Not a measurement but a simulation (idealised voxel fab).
The process module that follows is named voxel capacitor over wiring.
Cross-sectional view cut (width: 190 nm; square cell size: 5 nm).
This document writes a cross-section as a grid whose cells are square, and gives it as bands, listed from the top down; one or more rows of cells form a band.
Basically the band line says how high the top is and how high the bottom is, in nm, and then what's in it from left to right, every material with its width in nm. Empty space shows up as "blank", and if a single material carries "edge to edge" it runs the full band edge to edge.
Heights from 0 (as-received wafer is one material below). Bottom band endless downward, as "0 and below".
When a width is written as two numbers, as in "30 to 40", the first number is the width in the top row of cells of the band and the second is the width in its bottom row, and the width changes by the same amount from each row to the next.
Key: "nothing changed" - step with no changed cell in the cross-section.
Entry "Closed-off voids" = empty spaces >= 8 cells with no open way to the top; each as width x height at distance, distance from left edge, all nm.
It should be noted that, on the line of a given step, the content following the step's settings is a remark produced by the simulator itself with respect to that step.
The optional step-line setting "overlay nm" applies to steps with a mask and quantifies how far to the right of its planned location the mask lay, a negative value indicating leftward placement.
### The process steps that were planned are listed below
1 RECEIVE | material Si
2 CONFORMAL_DEP | material SiO2 | thk nm 10
3 CONFORMAL_DEP | material SiN | thk nm 5
4 DIRECTIONAL_DEP | material lowk | thk nm 25
5 PATTERN | tone open | mask id METAL_1 | material resist | width nm 30 | pitch nm 80 | thk nm 20 | overlay nm 0
6 DIRECTIONAL_ETCH | etch materials lowk | depth nm 25
7 DIRECTIONAL_ETCH | etch materials SiN | depth nm 5
8 STRIP | etch materials resist
9 CONFORMAL_DEP | material TiN | thk nm 5
10 FILL_DEP | material Cu | thk nm 5
11 CMP | height nm 40
12 CONFORMAL_DEP | material SiCN | thk nm 5
13 DIRECTIONAL_DEP | material lowk | thk nm 10
14 MASKED_ETCH | tone open | mask id PLUG_1 | width nm 15 | etch materials lowk | depth nm 10 | overlay nm 0
15 MASKED_ETCH | tone open | mask id PLUG_1 | width nm 15 | etch materials SiCN | depth nm 5 | overlay nm 0
16 CONFORMAL_DEP | material TiN | thk nm 5
17 FILL_DEP | material Ru | thk nm 10
18 CMP | height nm 55
19 DIRECTIONAL_DEP | material TiN | thk nm 5
20 DIRECTIONAL_DEP | material SiN | thk nm 5
21 DIRECTIONAL_DEP | material TiN | thk nm 10
22 MASKED_ETCH | tone cover | mask id UPPER_PLATE | width nm 55 | etch materials TiN | depth nm 10 | overlay nm 0
23 MASKED_ETCH | tone cover | mask id UPPER_PLATE | width nm 55 | etch materials SiN | depth nm 5 | overlay nm 0
24 MASKED_ETCH | tone cover | mask id LOWER_PLATE | width nm 65 | etch materials TiN | depth nm 5 | overlay nm 0
25 FILL_DEP | material SiO2 | thk nm 15
26 CMP | height nm 85
27 MASKED_ETCH | tone open | mask id PLUG_2 | width nm 15 | etch materials SiO2 | depth nm 10 | overlay nm 0
28 CONFORMAL_DEP | material TiN | thk nm 5
29 FILL_DEP | material Ru | thk nm 10
30 CMP | height nm 85
31 CONFORMAL_DEP | material SiN | thk nm 5
### This is the cross-section of the wafer as we received it, i.e. after step 1
    0 and below = Si edge to edge
    Closed-off voids: none
### Cross-section, end of module. Start: as above. Plan: as above. Execution: one mistake
    90 down to 85 = SiN edge to edge
    85 down to 80 = 65 of SiO2 | 5 of TiN | 5 of Ru | 5 of TiN | 110 of SiO2
    80 down to 75 = 65 of SiO2 | 15 of TiN | 110 of SiO2
    75 down to 65 = 55 of SiO2 | 55 of TiN | 80 of SiO2
    65 down to 60 = 55 of SiO2 | 55 of SiN | 80 of SiO2
    60 down to 55 = 50 of SiO2 | 65 of TiN | 75 of SiO2
    55 down to 45 = 55 of lowk | 5 of TiN | 5 of Ru | 5 of TiN | 120 of lowk
    45 down to 40 = 55 of SiCN | 15 of TiN | 120 of SiCN
    40 down to 25 = 40 of lowk | 5 of TiN | 20 of Cu | 5 of TiN | 50 of lowk | 5 of TiN | 20 of Cu | 5 of TiN | 40 of lowk
    25 down to 20 = 40 of SiN | 30 of TiN | 50 of SiN | 30 of TiN | 40 of SiN
    20 down to 10 = SiN edge to edge
    10 down to 0 = SiO2 edge to edge
    0 and below = Si edge to edge
    Closed-off voids: none
Against the plan, the run slipped here: step 3 went in with a setting other than planned; the actual run was CONFORMAL_DEP | material SiN | thk nm 15
